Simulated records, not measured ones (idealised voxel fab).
process module | voxel self aligned vias
cross-section cut | 270 nm wide | cells 5 nm
A cross-section is a grid of square cells, given in bands from the top down. A band is one or more rows of cells.
Each band's line starts with the height of the band's top and of its bottom, in nm. Then come its materials from left to right, each with its width in nm. One material with "throughout" fills the band from edge to edge. "air" is empty space.
Height 0 is the level under which the wafer as received is all one material. The lowest band goes on downwards, as in "0 down".
A width such as "30 to 40" changes by the same amount from each row of cells to the next, from the band's top row to its bottom row.
"no change" after a step means that no cell of the cross-section changed.
closed voids: empty space of 8 cells or more with no open way to the top, each as width x height at its distance from the left edge, in nm
after a step's settings: what the simulator itself notes on the step
overlay nm, on a step with a mask: how far to the right of its planned place the mask lay; to the left if negative
plan
1 op RECEIVE | material Si
2 op CONFORMAL_DEP | material SiO2 | thk nm 10
3 op CONFORMAL_DEP | material SiCN | thk nm 5
4 op DIRECTIONAL_DEP | material SiO2 | thk nm 30
5 op PATTERN | tone open | mask id LINES | material resist | width nm 25 | pitch nm 65 | thk nm 20 | overlay nm 0
6 op DIRECTIONAL_ETCH | etch materials SiO2 | depth nm 30
7 op STRIP | etch materials resist
8 op CONFORMAL_DEP | material TiN | thk nm 5
9 op FILL_DEP | material W | thk nm 10
10 op CMP | height nm 45
11 op SELECTIVE_ETCH | etch materials W Ru TiN | depth nm 5
12 op FILL_DEP | material SiN | thk nm 5
13 op CMP | height nm 45
14 op DIRECTIONAL_DEP | material SiO2 | thk nm 20
15 op MASKED_ETCH | tone open | mask id VIAS | width nm 35 | pitch nm 65 | etch materials SiO2 | depth nm 20 | overlay nm 0
16 op MASKED_ETCH | tone open | mask id VIAS | width nm 35 | pitch nm 65 | etch materials SiN | depth nm 5 | overlay nm 0
17 op CONFORMAL_DEP | material TiN | thk nm 5
18 op FILL_DEP | material Cu | thk nm 10
19 op CMP | height nm 65
20 op CONFORMAL_DEP | material SiCN | thk nm 5
first wafer, as planned
as received, after step 1
  0 down: Si throughout
  closed voids: none
after step 2
  10 to 0: SiO2 throughout
  below 0: unchanged
after step 3
  15 to 10: SiCN throughout
  below 10: unchanged
after step 4
  45 to 15: SiO2 throughout
  below 15: unchanged
after step 5
  65 to 45: resist 55 | air 25 | resist 40 | air 25 | resist 40 | air 25 | resist 60
  below 45: unchanged
after step 6
  65 to 45: resist 55 | air 25 | resist 40 | air 25 | resist 40 | air 25 | resist 60
  45 to 15: SiO2 55 | air 25 | SiO2 40 | air 25 | SiO2 40 | air 25 | SiO2 60
  below 15: unchanged
after step 7
  45 to 15: SiO2 55 | air 25 | SiO2 40 | air 25 | SiO2 40 | air 25 | SiO2 60
  below 15: unchanged
after step 8
  50 to 45: TiN 60 | air 15 | TiN 50 | air 15 | TiN 50 | air 15 | TiN 65
  45 to 20: SiO2 55 | TiN 5 | air 15 | TiN 5 | SiO2 40 | TiN 5 | air 15 | TiN 5 | SiO2 40 | TiN 5 | air 15 | TiN 5 | SiO2 60
  20 to 15: SiO2 55 | TiN 25 | SiO2 40 | TiN 25 | SiO2 40 | TiN 25 | SiO2 60
  below 15: unchanged
after step 9
  60 to 50: W throughout
  50 to 45: TiN 60 | W 15 | TiN 50 | W 15 | TiN 50 | W 15 | TiN 65
  45 to 20: SiO2 55 | TiN 5 | W 15 | TiN 5 | SiO2 40 | TiN 5 | W 15 | TiN 5 | SiO2 40 | TiN 5 | W 15 | TiN 5 | SiO2 60
  below 20: unchanged
after step 10
  45 to 20: SiO2 55 | TiN 5 | W 15 | TiN 5 | SiO2 40 | TiN 5 | W 15 | TiN 5 | SiO2 40 | TiN 5 | W 15 | TiN 5 | SiO2 60
  below 20: unchanged
after step 11
  45 to 40: SiO2 55 | air 25 | SiO2 40 | air 25 | SiO2 40 | air 25 | SiO2 60
  below 40: unchanged
after step 12
  50 to 45: SiN throughout
  45 to 40: SiO2 55 | SiN 25 | SiO2 40 | SiN 25 | SiO2 40 | SiN 25 | SiO2 60
  below 40: unchanged
after step 13
  45 to 40: SiO2 55 | SiN 25 | SiO2 40 | SiN 25 | SiO2 40 | SiN 25 | SiO2 60
  below 40: unchanged
after step 14
  65 to 45: SiO2 throughout
  below 45: unchanged
after step 15
  65 to 45: SiO2 50 | air 35 | SiO2 30 | air 35 | SiO2 30 | air 35 | SiO2 55
  below 45: unchanged
after step 16
  65 to 45: SiO2 50 | air 35 | SiO2 30 | air 35 | SiO2 30 | air 35 | SiO2 55
  45 to 40: SiO2 55 | air 25 | SiO2 40 | air 25 | SiO2 40 | air 25 | SiO2 60
  below 40: unchanged
after step 17
  70 to 65: TiN 55 | air 25 | TiN 40 | air 25 | TiN 40 | air 25 | TiN 60
  65 to 50: SiO2 50 | TiN 5 | air 25 | TiN 5 | SiO2 30 | TiN 5 | air 25 | TiN 5 | SiO2 30 | TiN 5 | air 25 | TiN 5 | SiO2 55
  50 to 45: SiO2 50 | TiN 10 | air 15 | TiN 10 | SiO2 30 | TiN 10 | air 15 | TiN 10 | SiO2 30 | TiN 10 | air 15 | TiN 10 | SiO2 55
  45 to 40: SiO2 55 | TiN 25 | SiO2 40 | TiN 25 | SiO2 40 | TiN 25 | SiO2 60
  below 40: unchanged
after step 18
  80 to 70: Cu throughout
  70 to 65: TiN 55 | Cu 25 | TiN 40 | Cu 25 | TiN 40 | Cu 25 | TiN 60
  65 to 50: SiO2 50 | TiN 5 | Cu 25 | TiN 5 | SiO2 30 | TiN 5 | Cu 25 | TiN 5 | SiO2 30 | TiN 5 | Cu 25 | TiN 5 | SiO2 55
  50 to 45: SiO2 50 | TiN 10 | Cu 15 | TiN 10 | SiO2 30 | TiN 10 | Cu 15 | TiN 10 | SiO2 30 | TiN 10 | Cu 15 | TiN 10 | SiO2 55
  below 45: unchanged
after step 19
  65 to 50: SiO2 50 | TiN 5 | Cu 25 | TiN 5 | SiO2 30 | TiN 5 | Cu 25 | TiN 5 | SiO2 30 | TiN 5 | Cu 25 | TiN 5 | SiO2 55
  below 50: unchanged
after step 20
  70 to 65: SiCN throughout
  below 65: unchanged
second wafer: like start, like plan, one mistake. Through step 14 it matches the first wafer
when step 15 should have ended
  65 to 45: SiO2 50 | air 35 | SiO2 30 | air 35 | SiO2 30 | air 35 | SiO2 55
  45 to 40: SiO2 50 | air 5 | SiN 25 | air 5 | SiO2 30 | air 5 | SiN 25 | air 5 | SiO2 30 | air 5 | SiN 25 | air 5 | SiO2 55
  40 to 25: SiO2 50 | air 5 | TiN 5 | W 15 | TiN 5 | air 5 | SiO2 30 | air 5 | TiN 5 | W 15 | TiN 5 | air 5 | SiO2 30 | air 5 | TiN 5 | W 15 | TiN 5 | air 5 | SiO2 55
  below 25: unchanged
when step 16 should have ended
  65 to 40: SiO2 50 | air 35 | SiO2 30 | air 35 | SiO2 30 | air 35 | SiO2 55
  below 40: unchanged
when step 17 should have ended
  70 to 65: TiN 55 | air 25 | TiN 40 | air 25 | TiN 40 | air 25 | TiN 60
  65 to 45: SiO2 50 | TiN 5 | air 25 | TiN 5 | SiO2 30 | TiN 5 | air 25 | TiN 5 | SiO2 30 | TiN 5 | air 25 | TiN 5 | SiO2 55
  45 to 40: SiO2 50 | TiN 35 | SiO2 30 | TiN 35 | SiO2 30 | TiN 35 | SiO2 55
  40 to 25: SiO2 50 | TiN 10 | W 15 | TiN 10 | SiO2 30 | TiN 10 | W 15 | TiN 10 | SiO2 30 | TiN 10 | W 15 | TiN 10 | SiO2 55
  below 25: unchanged
when step 18 should have ended
  80 to 70: Cu throughout
  70 to 65: TiN 55 | Cu 25 | TiN 40 | Cu 25 | TiN 40 | Cu 25 | TiN 60
  65 to 45: SiO2 50 | TiN 5 | Cu 25 | TiN 5 | SiO2 30 | TiN 5 | Cu 25 | TiN 5 | SiO2 30 | TiN 5 | Cu 25 | TiN 5 | SiO2 55
  below 45: unchanged
when step 19 should have ended
  65 to 45: SiO2 50 | TiN 5 | Cu 25 | TiN 5 | SiO2 30 | TiN 5 | Cu 25 | TiN 5 | SiO2 30 | TiN 5 | Cu 25 | TiN 5 | SiO2 55
  below 45: unchanged
when step 20 should have ended
  70 to 65: SiCN throughout
  below 65: unchanged
what went wrong: step 15 was run twice
at the end the second wafer has, in cells: 6 more of Cu | 24 fewer of SiO2 | 18 more of TiN
